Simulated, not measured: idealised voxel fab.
process module | voxel transistor to metal
cross-section cut | 180 nm wide | cells 5 nm
A cross-section is a grid of square cells, given in bands from the top down. A band is one or more rows of cells.
Each band's line starts with the height of the band's top and of its bottom, in nm. Then come its materials from left to right, each with its width in nm. One material with "throughout" fills the band from edge to edge. "air" is empty space.
Height 0 is the level under which the wafer as received is all one material. The lowest band goes on downwards, as in "0 down".
A width such as "30 to 40" changes by the same amount from each row of cells to the next, from the band's top row to its bottom row.
"no change" after a step means that no cell of the cross-section changed.
closed voids: empty space of 8 cells or more with no open way to the top, each as width x height at its distance from the left edge, in nm
after a step's settings: what the simulator itself notes on the step
overlay nm, on a step with a mask: how far to the right of its planned place the mask lay; to the left if negative
plan
1 op RECEIVE | material Si
2 op CONFORMAL_DEP | material SiO2 | thk nm 5
3 op CONFORMAL_DEP | material SiN | thk nm 15
4 op MASKED_ETCH | tone cover | mask id ACTIVE | width nm 100 | etch materials SiN | depth nm 15 | overlay nm 0
5 op MASKED_ETCH | tone cover | mask id ACTIVE | width nm 100 | etch materials SiO2 | depth nm 5 | overlay nm 0
6 op MASKED_ETCH | tone cover | mask id ACTIVE | width nm 100 | etch materials Si | depth nm 20 | overlay nm 0
7 op OXIDIZE | depth nm 5
8 op FILL_DEP | material SiO2 | thk nm 10
9 op CMP | height nm 20
10 op SELECTIVE_ETCH | etch materials SiO2 | depth nm 10
11 op STRIP | etch materials SiN
12 op SELECTIVE_ETCH | etch materials SiO2 | depth nm 5
13 op OXIDIZE | depth nm 5
14 op DIRECTIONAL_DEP | material polySi | thk nm 25
15 op DIRECTIONAL_DEP | material SiCN | thk nm 10
16 op DIRECTIONAL_DEP | material aC | thk nm 10
17 op PATTERN | tone cover | mask id GATE | material resist | width nm 20 | thk nm 30 | overlay nm 0
18 op DIRECTIONAL_ETCH | etch materials aC | depth nm 10
19 op STRIP | etch materials resist
20 op DIRECTIONAL_ETCH | etch materials SiCN | depth nm 20
21 op DIRECTIONAL_ETCH | etch materials polySi | depth nm 35
22 op STRIP | etch materials aC
23 op CONFORMAL_DEP | material SiN | thk nm 10
24 op DIRECTIONAL_ETCH | etch materials SiN | depth nm 10
25 op DIRECTIONAL_ETCH | etch materials SiO2 | depth nm 5
26 op DIRECTIONAL_ETCH | etch materials Si | depth nm 10
27 op EPI | material nSi | thk nm 10
28 op FILL_DEP | material SiO2 | thk nm 5
29 op CMP | height nm 35
30 op DIRECTIONAL_DEP | material SiO2 | thk nm 15
31 op MASKED_ETCH | tone open | mask id CONTACT | width nm 20 | pitch nm 70 | etch materials SiO2 | depth nm 55 | overlay nm 0
32 op CONFORMAL_DEP | material TiN | thk nm 5
33 op FILL_DEP | material W | thk nm 5
34 op CMP | height nm 50
35 op DIRECTIONAL_DEP | material TiN | thk nm 5
36 op DIRECTIONAL_DEP | material Ru | thk nm 20
37 op MASKED_ETCH | tone cover | mask id METAL_1 | width nm 20 | pitch nm 70 | etch materials Ru | depth nm 20 | overlay nm 0
38 op MASKED_ETCH | tone cover | mask id METAL_1 | width nm 20 | pitch nm 70 | etch materials TiN | depth nm 5 | overlay nm 0
39 op FILL_DEP | material lowk | thk nm 10
40 op CMP | height nm 75
41 op CONFORMAL_DEP | material SiCN | thk nm 5
42 op DIRECTIONAL_DEP | material lowk | thk nm 30
43 op DIRECTIONAL_DEP | material aC | thk nm 10
44 op PATTERN | tone open | mask id METAL_2_HOLES | material resist | width nm 15 | pitch nm 70 | thk nm 30 | overlay nm 0
45 op DIRECTIONAL_ETCH | etch materials aC | depth nm 10
46 op STRIP | etch materials resist
47 op DIRECTIONAL_ETCH | etch materials lowk | depth nm 30
48 op STRIP | etch materials aC
49 op PATTERN | tone open | mask id METAL_2 | material resist | width nm 20 | pitch nm 70 | thk nm 20 | overlay nm 0
50 op DIRECTIONAL_ETCH | etch materials lowk | depth nm 15
51 op DIRECTIONAL_ETCH | etch materials SiCN | depth nm 5
52 op STRIP | etch materials resist
53 op CONFORMAL_DEP | material TiN | thk nm 5
54 op FILL_DEP | material Ru | thk nm 5
55 op CMP | height nm 110
56 op CONFORMAL_DEP | material SiN | thk nm 5
first wafer, as planned
as received, after step 1
  0 down: Si throughout
  closed voids: none
after step 2
  5 to 0: SiO2 throughout
  below 0: unchanged
after step 3
  20 to 5: SiN throughout
  below 5: unchanged
after step 4
  20 to 5: air 40 | SiN 100 | air 40
  below 5: unchanged
after step 5
  20 to 5: air 40 | SiN 100 | air 40
  5 to 0: air 40 | SiO2 100 | air 40
  below 0: unchanged
after step 6
  20 to 5: air 40 | SiN 100 | air 40
  5 to 0: air 40 | SiO2 100 | air 40
  0 to -20: air 40 | Si 100 | air 40
  below -20: unchanged
after step 7
  20 to 5: air 40 | SiN 100 | air 40
  5 to 0: air 40 | SiO2 100 | air 40
  0 to -20: air 40 | SiO2 5 | Si 90 | SiO2 5 | air 40
  -20 to -25: SiO2 45 | Si 90 | SiO2 45
  below -25: unchanged
after step 8
  30 to 20: SiO2 throughout
  20 to 5: SiO2 40 | SiN 100 | SiO2 40
  5 to 0: SiO2 throughout
  0 to -25: SiO2 45 | Si 90 | SiO2 45
  below -25: unchanged
after step 9
  20 to 5: SiO2 40 | SiN 100 | SiO2 40
  below 5: unchanged
after step 10
  20 to 10: air 40 | SiN 100 | air 40
  below 10: unchanged
after step 11
  10 to 5: SiO2 40 | air 100 | SiO2 40
  below 5: unchanged
after step 12
  5 to 0: SiO2 35 | air 110 | SiO2 35
  below 0: unchanged
after step 13
  5 to 0: SiO2 35 | air 110 | SiO2 35
  0 to -5: SiO2 throughout
  below -5: unchanged
after step 14
  30 to 25: polySi 35 | air 110 | polySi 35
  25 to 5: polySi throughout
  5 to 0: SiO2 35 | polySi 110 | SiO2 35
  below 0: unchanged
after step 15
  40 to 35: SiCN 35 | air 110 | SiCN 35
  35 to 30: SiCN throughout
  30 to 25: polySi 35 | SiCN 110 | polySi 35
  below 25: unchanged
after step 16
  50 to 45: aC 35 | air 110 | aC 35
  45 to 40: aC throughout
  40 to 35: SiCN 35 | aC 110 | SiCN 35
  below 35: unchanged
after step 17
  80 to 50: air 80 | resist 20 | air 80
  50 to 45: aC 35 | air 45 | resist 20 | air 45 | aC 35
  below 45: unchanged
after step 18
  70 to 45: air 80 | resist 20 | air 80
  45 to 40: air 80 | aC 20 | air 80
  40 to 35: SiCN 35 | air 45 | aC 20 | air 45 | SiCN 35
  below 35: unchanged
after step 19
  45 to 40: air 80 | aC 20 | air 80
  below 40: unchanged
after step 20
  45 to 35: air 80 | aC 20 | air 80
  35 to 30: air 80 | SiCN 20 | air 80
  30 to 25: polySi 35 | air 45 | SiCN 20 | air 45 | polySi 35
  below 25: unchanged
after step 21
  45 to 35: air 80 | aC 20 | air 80
  35 to 25: air 80 | SiCN 20 | air 80
  25 to 5: air 80 | polySi 20 | air 80
  5 to 0: SiO2 35 | air 45 | polySi 20 | air 45 | SiO2 35
  below 0: unchanged
after step 22
  35 to 25: air 80 | SiCN 20 | air 80
  below 25: unchanged
after step 23
  45 to 35: air 70 | SiN 40 | air 70
  35 to 25: air 70 | SiN 10 | SiCN 20 | SiN 10 | air 70
  25 to 15: air 70 | SiN 10 | polySi 20 | SiN 10 | air 70
  15 to 10: SiN 45 | air 25 | SiN 10 | polySi 20 | SiN 10 | air 25 | SiN 45
  10 to 5: SiN 80 | polySi 20 | SiN 80
  5 to 0: SiO2 35 | SiN 45 | polySi 20 | SiN 45 | SiO2 35
  below 0: unchanged
after step 24
  35 to 25: air 70 | SiN 10 | SiCN 20 | SiN 10 | air 70
  25 to 5: air 70 | SiN 10 | polySi 20 | SiN 10 | air 70
  5 to 0: SiO2 35 | SiN 10 | air 25 | SiN 10 | polySi 20 | SiN 10 | air 25 | SiN 10 | SiO2 35
  below 0: unchanged
after step 25
  35 to 25: air 70 | SiN 10 | SiCN 20 | SiN 10 | air 70
  25 to 5: air 70 | SiN 10 | polySi 20 | SiN 10 | air 70
  5 to 0: air 35 | SiN 10 | air 25 | SiN 10 | polySi 20 | SiN 10 | air 25 | SiN 10 | air 35
  0 to -5: SiO2 45 | air 25 | SiO2 40 | air 25 | SiO2 45
  below -5: unchanged
after step 26
  35 to 25: air 70 | SiN 10 | SiCN 20 | SiN 10 | air 70
  25 to 5: air 70 | SiN 10 | polySi 20 | SiN 10 | air 70
  5 to 0: air 35 | SiN 10 | air 25 | SiN 10 | polySi 20 | SiN 10 | air 25 | SiN 10 | air 35
  0 to -5: SiO2 45 | air 25 | SiO2 40 | air 25 | SiO2 45
  -5 to -15: SiO2 45 | air 25 | Si 40 | air 25 | SiO2 45
  below -15: unchanged
after step 27
  35 to 25: air 70 | SiN 10 | SiCN 20 | SiN 10 | air 70
  25 to 5: air 70 | SiN 10 | polySi 20 | SiN 10 | air 70
  5 to 0: air 35 | SiN 10 | air 15 | nSi 10 | SiN 10 | polySi 20 | SiN 10 | nSi 10 | air 15 | SiN 10 | air 35
  0 to -5: SiO2 45 | air 15 | nSi 10 | SiO2 40 | nSi 10 | air 15 | SiO2 45
  -5 to -15: SiO2 45 | nSi 25 | Si 40 | nSi 25 | SiO2 45
  below -15: unchanged
after step 28
  40 to 35: SiO2 throughout
  35 to 25: SiO2 70 | SiN 10 | SiCN 20 | SiN 10 | SiO2 70
  25 to 5: SiO2 70 | SiN 10 | polySi 20 | SiN 10 | SiO2 70
  5 to 0: SiO2 35 | SiN 10 | SiO2 15 | nSi 10 | SiN 10 | polySi 20 | SiN 10 | nSi 10 | SiO2 15 | SiN 10 | SiO2 35
  0 to -5: SiO2 60 | nSi 10 | SiO2 40 | nSi 10 | SiO2 60
  below -5: unchanged
after step 29
  35 to 25: SiO2 70 | SiN 10 | SiCN 20 | SiN 10 | SiO2 70
  below 25: unchanged
after step 30
  50 to 35: SiO2 throughout
  below 35: unchanged
after step 31
  50 to 35: SiO2 45 | air 20 | SiO2 50 | air 20 | SiO2 45
  35 to 25: SiO2 45 | air 20 | SiO2 5 | SiN 10 | SiCN 20 | SiN 10 | SiO2 5 | air 20 | SiO2 45
  25 to 5: SiO2 45 | air 20 | SiO2 5 | SiN 10 | polySi 20 | SiN 10 | SiO2 5 | air 20 | SiO2 45
  5 to 0: SiO2 35 | SiN 10 | air 15 | nSi 10 | SiN 10 | polySi 20 | SiN 10 | nSi 10 | air 15 | SiN 10 | SiO2 35
  0 to -5: SiO2 45 | air 15 | nSi 10 | SiO2 40 | nSi 10 | air 15 | SiO2 45
  below -5: unchanged
after step 32
  55 to 50: TiN 50 | air 10 | TiN 60 | air 10 | TiN 50
  50 to 35: SiO2 45 | TiN 5 | air 10 | TiN 5 | SiO2 50 | TiN 5 | air 10 | TiN 5 | SiO2 45
  35 to 25: SiO2 45 | TiN 5 | air 10 | TiN 5 | SiO2 5 | SiN 10 | SiCN 20 | SiN 10 | SiO2 5 | TiN 5 | air 10 | TiN 5 | SiO2 45
  25 to 10: SiO2 45 | TiN 5 | air 10 | TiN 5 | SiO2 5 | SiN 10 | polySi 20 | SiN 10 | SiO2 5 | TiN 5 | air 10 | TiN 5 | SiO2 45
  10 to 5: SiO2 45 | TiN 5 | air 5 | TiN 10 | SiO2 5 | SiN 10 | polySi 20 | SiN 10 | SiO2 5 | TiN 10 | air 5 | TiN 5 | SiO2 45
  5 to 0: SiO2 35 | SiN 10 | TiN 5 | air 5 | TiN 5 | nSi 10 | SiN 10 | polySi 20 | SiN 10 | nSi 10 | TiN 5 | air 5 | TiN 5 | SiN 10 | SiO2 35
  0 to -5: SiO2 45 | TiN 15 | nSi 10 | SiO2 40 | nSi 10 | TiN 15 | SiO2 45
  below -5: unchanged
after step 33
  60 to 55: W throughout
  55 to 50: TiN 50 | W 10 | TiN 60 | W 10 | TiN 50
  50 to 35: SiO2 45 | TiN 5 | W 10 | TiN 5 | SiO2 50 | TiN 5 | W 10 | TiN 5 | SiO2 45
  35 to 25: SiO2 45 | TiN 5 | W 10 | TiN 5 | SiO2 5 | SiN 10 | SiCN 20 | SiN 10 | SiO2 5 | TiN 5 | W 10 | TiN 5 | SiO2 45
  25 to 10: SiO2 45 | TiN 5 | W 10 | TiN 5 | SiO2 5 | SiN 10 | polySi 20 | SiN 10 | SiO2 5 | TiN 5 | W 10 | TiN 5 | SiO2 45
  10 to 5: SiO2 45 | TiN 5 | W 5 | TiN 10 | SiO2 5 | SiN 10 | polySi 20 | SiN 10 | SiO2 5 | TiN 10 | W 5 | TiN 5 | SiO2 45
  5 to 0: SiO2 35 | SiN 10 | TiN 5 | W 5 | TiN 5 | nSi 10 | SiN 10 | polySi 20 | SiN 10 | nSi 10 | TiN 5 | W 5 | TiN 5 | SiN 10 | SiO2 35
  below 0: unchanged
after step 34
  50 to 35: SiO2 45 | TiN 5 | W 10 | TiN 5 | SiO2 50 | TiN 5 | W 10 | TiN 5 | SiO2 45
  below 35: unchanged
after step 35
  55 to 50: TiN throughout
  below 50: unchanged
after step 36
  75 to 55: Ru throughout
  below 55: unchanged
after step 37
  75 to 55: air 45 | Ru 20 | air 50 | Ru 20 | air 45
  below 55: unchanged
after step 38
  75 to 55: air 45 | Ru 20 | air 50 | Ru 20 | air 45
  55 to 50: air 45 | TiN 20 | air 50 | TiN 20 | air 45
  below 50: unchanged
after step 39
  85 to 75: lowk throughout
  75 to 55: lowk 45 | Ru 20 | lowk 50 | Ru 20 | lowk 45
  55 to 50: lowk 45 | TiN 20 | lowk 50 | TiN 20 | lowk 45
  below 50: unchanged
after step 40
  75 to 55: lowk 45 | Ru 20 | lowk 50 | Ru 20 | lowk 45
  below 55: unchanged
after step 41
  80 to 75: SiCN throughout
  below 75: unchanged
after step 42
  110 to 80: lowk throughout
  below 80: unchanged
after step 43
  120 to 110: aC throughout
  below 110: unchanged
after step 44
  150 to 120: resist 45 | air 15 | resist 55 | air 15 | resist 50
  below 120: unchanged
after step 45
  140 to 120: resist 45 | air 15 | resist 55 | air 15 | resist 50
  120 to 110: aC 45 | air 15 | aC 55 | air 15 | aC 50
  below 110: unchanged
after step 46
  120 to 110: aC 45 | air 15 | aC 55 | air 15 | aC 50
  below 110: unchanged
after step 47
  120 to 110: aC 45 | air 15 | aC 55 | air 15 | aC 50
  110 to 80: lowk 45 | air 15 | lowk 55 | air 15 | lowk 50
  below 80: unchanged
after step 48
  110 to 80: lowk 45 | air 15 | lowk 55 | air 15 | lowk 50
  below 80: unchanged
after step 49
  130 to 110: resist 45 | air 20 | resist 50 | air 20 | resist 45
  below 110: unchanged
after step 50
  130 to 110: resist 45 | air 20 | resist 50 | air 20 | resist 45
  110 to 95: lowk 45 | air 20 | lowk 50 | air 20 | lowk 45
  below 95: unchanged
after step 51
  130 to 110: resist 45 | air 20 | resist 50 | air 20 | resist 45
  110 to 95: lowk 45 | air 20 | lowk 50 | air 20 | lowk 45
  95 to 80: lowk 45 | air 15 | lowk 55 | air 15 | lowk 50
  80 to 75: SiCN 45 | air 15 | SiCN 55 | air 15 | SiCN 50
  below 75: unchanged
after step 52
  110 to 95: lowk 45 | air 20 | lowk 50 | air 20 | lowk 45
  below 95: unchanged
after step 53
  115 to 110: TiN 50 | air 10 | TiN 60 | air 10 | TiN 50
  110 to 100: lowk 45 | TiN 5 | air 10 | TiN 5 | lowk 50 | TiN 5 | air 10 | TiN 5 | lowk 45
  100 to 95: lowk 45 | TiN 5 | air 5 | TiN 10 | lowk 50 | TiN 5 | air 5 | TiN 10 | lowk 45
  95 to 80: lowk 45 | TiN 5 | air 5 | TiN 5 | lowk 55 | TiN 5 | air 5 | TiN 5 | lowk 50
  80 to 75: SiCN 45 | TiN 15 | SiCN 55 | TiN 15 | SiCN 50
  below 75: unchanged
after step 54
  120 to 115: Ru throughout
  115 to 110: TiN 50 | Ru 10 | TiN 60 | Ru 10 | TiN 50
  110 to 100: lowk 45 | TiN 5 | Ru 10 | TiN 5 | lowk 50 | TiN 5 | Ru 10 | TiN 5 | lowk 45
  100 to 95: lowk 45 | TiN 5 | Ru 5 | TiN 10 | lowk 50 | TiN 5 | Ru 5 | TiN 10 | lowk 45
  95 to 80: lowk 45 | TiN 5 | Ru 5 | TiN 5 | lowk 55 | TiN 5 | Ru 5 | TiN 5 | lowk 50
  below 80: unchanged
after step 55
  110 to 100: lowk 45 | TiN 5 | Ru 10 | TiN 5 | lowk 50 | TiN 5 | Ru 10 | TiN 5 | lowk 45
  below 100: unchanged
after step 56
  115 to 110: SiN throughout
  below 110: unchanged
second wafer: like start, like plan, one mistake. Through step 3 it matches the first wafer
when step 4 should have ended
  20 to 5: air 35 | SiN 100 | air 45
  below 5: unchanged
when step 5 should have ended
  20 to 5: air 35 | SiN 100 | air 45
  5 to 0: air 35 | SiO2 105 | air 40
  below 0: unchanged
when step 6 should have ended
  20 to 5: air 35 | SiN 100 | air 45
  5 to 0: air 35 | SiO2 105 | air 40
  0 to -20: air 35 | Si 105 | air 40
  below -20: unchanged
when step 7 should have ended
  20 to 5: air 35 | SiN 100 | air 45
  5 to 0: air 35 | SiO2 105 | air 40
  0 to -20: air 35 | SiO2 5 | Si 95 | SiO2 5 | air 40
  -20 to -25: SiO2 40 | Si 95 | SiO2 45
  below -25: unchanged
when step 8 should have ended
  30 to 20: SiO2 throughout
  20 to 5: SiO2 35 | SiN 100 | SiO2 45
  5 to 0: SiO2 throughout
  0 to -25: SiO2 40 | Si 95 | SiO2 45
  below -25: unchanged
when step 9 should have ended
  20 to 5: SiO2 35 | SiN 100 | SiO2 45
  below 5: unchanged
when step 10 should have ended
  20 to 10: air 35 | SiN 100 | air 45
  below 10: unchanged
when step 11 should have ended
  10 to 5: SiO2 35 | air 100 | SiO2 45
  below 5: unchanged
when step 12 should have ended
  5 to 0: SiO2 30 | air 110 | SiO2 40
  below 0: unchanged
when step 13 should have ended
  5 to 0: SiO2 30 | air 110 | SiO2 40
  0 to -5: SiO2 throughout
  below -5: unchanged
when step 14 should have ended
  30 to 25: polySi 30 | air 110 | polySi 40
  25 to 5: polySi throughout
  5 to 0: SiO2 30 | polySi 110 | SiO2 40
  below 0: unchanged
when step 15 should have ended
  40 to 35: SiCN 30 | air 110 | SiCN 40
  35 to 30: SiCN throughout
  30 to 25: polySi 30 | SiCN 110 | polySi 40
  below 25: unchanged
when step 16 should have ended
  50 to 45: aC 30 | air 110 | aC 40
  45 to 40: aC throughout
  40 to 35: SiCN 30 | aC 110 | SiCN 40
  below 35: unchanged
when step 17 should have ended
  80 to 50: air 80 | resist 20 | air 80
  50 to 45: aC 30 | air 50 | resist 20 | air 40 | aC 40
  below 45: unchanged
when step 18 should have ended
  70 to 45: air 80 | resist 20 | air 80
  45 to 40: air 80 | aC 20 | air 80
  40 to 35: SiCN 30 | air 50 | aC 20 | air 40 | SiCN 40
  below 35: unchanged
when step 19 should have ended
  45 to 40: air 80 | aC 20 | air 80
  below 40: unchanged
when step 20 should have ended
  45 to 35: air 80 | aC 20 | air 80
  35 to 30: air 80 | SiCN 20 | air 80
  30 to 25: polySi 30 | air 50 | SiCN 20 | air 40 | polySi 40
  below 25: unchanged
when step 21 should have ended
  45 to 35: air 80 | aC 20 | air 80
  35 to 25: air 80 | SiCN 20 | air 80
  25 to 5: air 80 | polySi 20 | air 80
  5 to 0: SiO2 30 | air 50 | polySi 20 | air 40 | SiO2 40
  below 0: unchanged
when step 22 should have ended
  35 to 25: air 80 | SiCN 20 | air 80
  below 25: unchanged
when step 23 should have ended
  45 to 35: air 70 | SiN 40 | air 70
  35 to 25: air 70 | SiN 10 | SiCN 20 | SiN 10 | air 70
  25 to 15: air 70 | SiN 10 | polySi 20 | SiN 10 | air 70
  15 to 10: SiN 40 | air 30 | SiN 10 | polySi 20 | SiN 10 | air 20 | SiN 50
  10 to 5: SiN 80 | polySi 20 | SiN 80
  5 to 0: SiO2 30 | SiN 50 | polySi 20 | SiN 40 | SiO2 40
  below 0: unchanged
when step 24 should have ended
  35 to 25: air 70 | SiN 10 | SiCN 20 | SiN 10 | air 70
  25 to 5: air 70 | SiN 10 | polySi 20 | SiN 10 | air 70
  5 to 0: SiO2 30 | SiN 10 | air 30 | SiN 10 | polySi 20 | SiN 10 | air 20 | SiN 10 | SiO2 40
  below 0: unchanged
when step 25 should have ended
  35 to 25: air 70 | SiN 10 | SiCN 20 | SiN 10 | air 70
  25 to 5: air 70 | SiN 10 | polySi 20 | SiN 10 | air 70
  5 to 0: air 30 | SiN 10 | air 30 | SiN 10 | polySi 20 | SiN 10 | air 20 | SiN 10 | air 40
  0 to -5: SiO2 40 | air 30 | SiO2 40 | air 20 | SiO2 50
  below -5: unchanged
when step 26 should have ended
  35 to 25: air 70 | SiN 10 | SiCN 20 | SiN 10 | air 70
  25 to 5: air 70 | SiN 10 | polySi 20 | SiN 10 | air 70
  5 to 0: air 30 | SiN 10 | air 30 | SiN 10 | polySi 20 | SiN 10 | air 20 | SiN 10 | air 40
  0 to -5: SiO2 40 | air 30 | SiO2 40 | air 20 | SiO2 50
  -5 to -15: SiO2 40 | air 30 | Si 40 | air 20 | Si 5 | SiO2 45
  below -15: unchanged
when step 27 should have ended
  35 to 25: air 70 | SiN 10 | SiCN 20 | SiN 10 | air 70
  25 to 5: air 70 | SiN 10 | polySi 20 | SiN 10 | air 70
  5 to 0: air 30 | SiN 10 | air 20 | nSi 10 | SiN 10 | polySi 20 | SiN 10 | nSi 20 | SiN 10 | air 40
  0 to -5: SiO2 40 | air 20 | nSi 10 | SiO2 40 | nSi 20 | SiO2 50
  -5 to -15: SiO2 40 | nSi 30 | Si 40 | nSi 20 | Si 5 | SiO2 45
  below -15: unchanged
when step 28 should have ended
  40 to 35: SiO2 throughout
  35 to 25: SiO2 70 | SiN 10 | SiCN 20 | SiN 10 | SiO2 70
  25 to 5: SiO2 70 | SiN 10 | polySi 20 | SiN 10 | SiO2 70
  5 to 0: SiO2 30 | SiN 10 | SiO2 20 | nSi 10 | SiN 10 | polySi 20 | SiN 10 | nSi 20 | SiN 10 | SiO2 40
  0 to -5: SiO2 60 | nSi 10 | SiO2 40 | nSi 20 | SiO2 50
  below -5: unchanged
when step 29 should have ended
  35 to 25: SiO2 70 | SiN 10 | SiCN 20 | SiN 10 | SiO2 70
  below 25: unchanged
when step 30 should have ended
  50 to 35: SiO2 throughout
  below 35: unchanged
when step 31 should have ended
  50 to 35: SiO2 45 | air 20 | SiO2 50 | air 20 | SiO2 45
  35 to 25: SiO2 45 | air 20 | SiO2 5 | SiN 10 | SiCN 20 | SiN 10 | SiO2 5 | air 20 | SiO2 45
  25 to 5: SiO2 45 | air 20 | SiO2 5 | SiN 10 | polySi 20 | SiN 10 | SiO2 5 | air 20 | SiO2 45
  5 to 0: SiO2 30 | SiN 10 | SiO2 5 | air 15 | nSi 10 | SiN 10 | polySi 20 | SiN 10 | nSi 20 | SiN 10 | SiO2 40
  0 to -5: SiO2 45 | air 15 | nSi 10 | SiO2 40 | nSi 20 | SiO2 50
  below -5: unchanged
when step 32 should have ended
  55 to 50: TiN 50 | air 10 | TiN 60 | air 10 | TiN 50
  50 to 35: SiO2 45 | TiN 5 | air 10 | TiN 5 | SiO2 50 | TiN 5 | air 10 | TiN 5 | SiO2 45
  35 to 25: SiO2 45 | TiN 5 | air 10 | TiN 5 | SiO2 5 | SiN 10 | SiCN 20 | SiN 10 | SiO2 5 | TiN 5 | air 10 | TiN 5 | SiO2 45
  25 to 10: SiO2 45 | TiN 5 | air 10 | TiN 5 | SiO2 5 | SiN 10 | polySi 20 | SiN 10 | SiO2 5 | TiN 5 | air 10 | TiN 5 | SiO2 45
  10 to 5: SiO2 45 | TiN 5 | air 5 | TiN 10 | SiO2 5 | SiN 10 | polySi 20 | SiN 10 | SiO2 5 | TiN 20 | SiO2 45
  5 to 0: SiO2 30 | SiN 10 | SiO2 5 | TiN 5 | air 5 | TiN 5 | nSi 10 | SiN 10 | polySi 20 | SiN 10 | nSi 20 | SiN 10 | SiO2 40
  0 to -5: SiO2 45 | TiN 15 | nSi 10 | SiO2 40 | nSi 20 | SiO2 50
  below -5: unchanged
when step 33 should have ended
  60 to 55: W throughout
  55 to 50: TiN 50 | W 10 | TiN 60 | W 10 | TiN 50
  50 to 35: SiO2 45 | TiN 5 | W 10 | TiN 5 | SiO2 50 | TiN 5 | W 10 | TiN 5 | SiO2 45
  35 to 25: SiO2 45 | TiN 5 | W 10 | TiN 5 | SiO2 5 | SiN 10 | SiCN 20 | SiN 10 | SiO2 5 | TiN 5 | W 10 | TiN 5 | SiO2 45
  25 to 10: SiO2 45 | TiN 5 | W 10 | TiN 5 | SiO2 5 | SiN 10 | polySi 20 | SiN 10 | SiO2 5 | TiN 5 | W 10 | TiN 5 | SiO2 45
  10 to 5: SiO2 45 | TiN 5 | W 5 | TiN 10 | SiO2 5 | SiN 10 | polySi 20 | SiN 10 | SiO2 5 | TiN 20 | SiO2 45
  5 to 0: SiO2 30 | SiN 10 | SiO2 5 | TiN 5 | W 5 | TiN 5 | nSi 10 | SiN 10 | polySi 20 | SiN 10 | nSi 20 | SiN 10 | SiO2 40
  below 0: unchanged
when step 34 should have ended
  50 to 35: SiO2 45 | TiN 5 | W 10 | TiN 5 | SiO2 50 | TiN 5 | W 10 | TiN 5 | SiO2 45
  below 35: unchanged
when step 35 should have ended
  55 to 50: TiN throughout
  below 50: unchanged
when step 36 should have ended
  75 to 55: Ru throughout
  below 55: unchanged
when step 37 should have ended
  75 to 55: air 45 | Ru 20 | air 50 | Ru 20 | air 45
  below 55: unchanged
when step 38 should have ended
  75 to 55: air 45 | Ru 20 | air 50 | Ru 20 | air 45
  55 to 50: air 45 | TiN 20 | air 50 | TiN 20 | air 45
  below 50: unchanged
when step 39 should have ended
  85 to 75: lowk throughout
  75 to 55: lowk 45 | Ru 20 | lowk 50 | Ru 20 | lowk 45
  55 to 50: lowk 45 | TiN 20 | lowk 50 | TiN 20 | lowk 45
  below 50: unchanged
when step 40 should have ended
  75 to 55: lowk 45 | Ru 20 | lowk 50 | Ru 20 | lowk 45
  below 55: unchanged
when step 41 should have ended
  80 to 75: SiCN throughout
  below 75: unchanged
when step 42 should have ended
  110 to 80: lowk throughout
  below 80: unchanged
when step 43 should have ended
  120 to 110: aC throughout
  below 110: unchanged
when step 44 should have ended
  150 to 120: resist 45 | air 15 | resist 55 | air 15 | resist 50
  below 120: unchanged
when step 45 should have ended
  140 to 120: resist 45 | air 15 | resist 55 | air 15 | resist 50
  120 to 110: aC 45 | air 15 | aC 55 | air 15 | aC 50
  below 110: unchanged
when step 46 should have ended
  120 to 110: aC 45 | air 15 | aC 55 | air 15 | aC 50
  below 110: unchanged
when step 47 should have ended
  120 to 110: aC 45 | air 15 | aC 55 | air 15 | aC 50
  110 to 80: lowk 45 | air 15 | lowk 55 | air 15 | lowk 50
  below 80: unchanged
when step 48 should have ended
  110 to 80: lowk 45 | air 15 | lowk 55 | air 15 | lowk 50
  below 80: unchanged
when step 49 should have ended
  130 to 110: resist 45 | air 20 | resist 50 | air 20 | resist 45
  below 110: unchanged
when step 50 should have ended
  130 to 110: resist 45 | air 20 | resist 50 | air 20 | resist 45
  110 to 95: lowk 45 | air 20 | lowk 50 | air 20 | lowk 45
  below 95: unchanged
when step 51 should have ended
  130 to 110: resist 45 | air 20 | resist 50 | air 20 | resist 45
  110 to 95: lowk 45 | air 20 | lowk 50 | air 20 | lowk 45
  95 to 80: lowk 45 | air 15 | lowk 55 | air 15 | lowk 50
  80 to 75: SiCN 45 | air 15 | SiCN 55 | air 15 | SiCN 50
  below 75: unchanged
when step 52 should have ended
  110 to 95: lowk 45 | air 20 | lowk 50 | air 20 | lowk 45
  below 95: unchanged
when step 53 should have ended
  115 to 110: TiN 50 | air 10 | TiN 60 | air 10 | TiN 50
  110 to 100: lowk 45 | TiN 5 | air 10 | TiN 5 | lowk 50 | TiN 5 | air 10 | TiN 5 | lowk 45
  100 to 95: lowk 45 | TiN 5 | air 5 | TiN 10 | lowk 50 | TiN 5 | air 5 | TiN 10 | lowk 45
  95 to 80: lowk 45 | TiN 5 | air 5 | TiN 5 | lowk 55 | TiN 5 | air 5 | TiN 5 | lowk 50
  80 to 75: SiCN 45 | TiN 15 | SiCN 55 | TiN 15 | SiCN 50
  below 75: unchanged
when step 54 should have ended
  120 to 115: Ru throughout
  115 to 110: TiN 50 | Ru 10 | TiN 60 | Ru 10 | TiN 50
  110 to 100: lowk 45 | TiN 5 | Ru 10 | TiN 5 | lowk 50 | TiN 5 | Ru 10 | TiN 5 | lowk 45
  100 to 95: lowk 45 | TiN 5 | Ru 5 | TiN 10 | lowk 50 | TiN 5 | Ru 5 | TiN 10 | lowk 45
  95 to 80: lowk 45 | TiN 5 | Ru 5 | TiN 5 | lowk 55 | TiN 5 | Ru 5 | TiN 5 | lowk 50
  below 80: unchanged
when step 55 should have ended
  110 to 100: lowk 45 | TiN 5 | Ru 10 | TiN 5 | lowk 50 | TiN 5 | Ru 10 | TiN 5 | lowk 45
  below 100: unchanged
when step 56 should have ended
  115 to 110: SiN throughout
  below 110: unchanged
what went wrong: step 4 ran as: op MASKED_ETCH | tone cover | mask id ACTIVE | width nm 100 | etch materials SiN | depth nm 15 | overlay nm -5
at the end the second wafer has, in cells: 4 more of Si | 2 fewer of SiO2 | 4 fewer of TiN | 2 fewer of W | 4 more of nSi
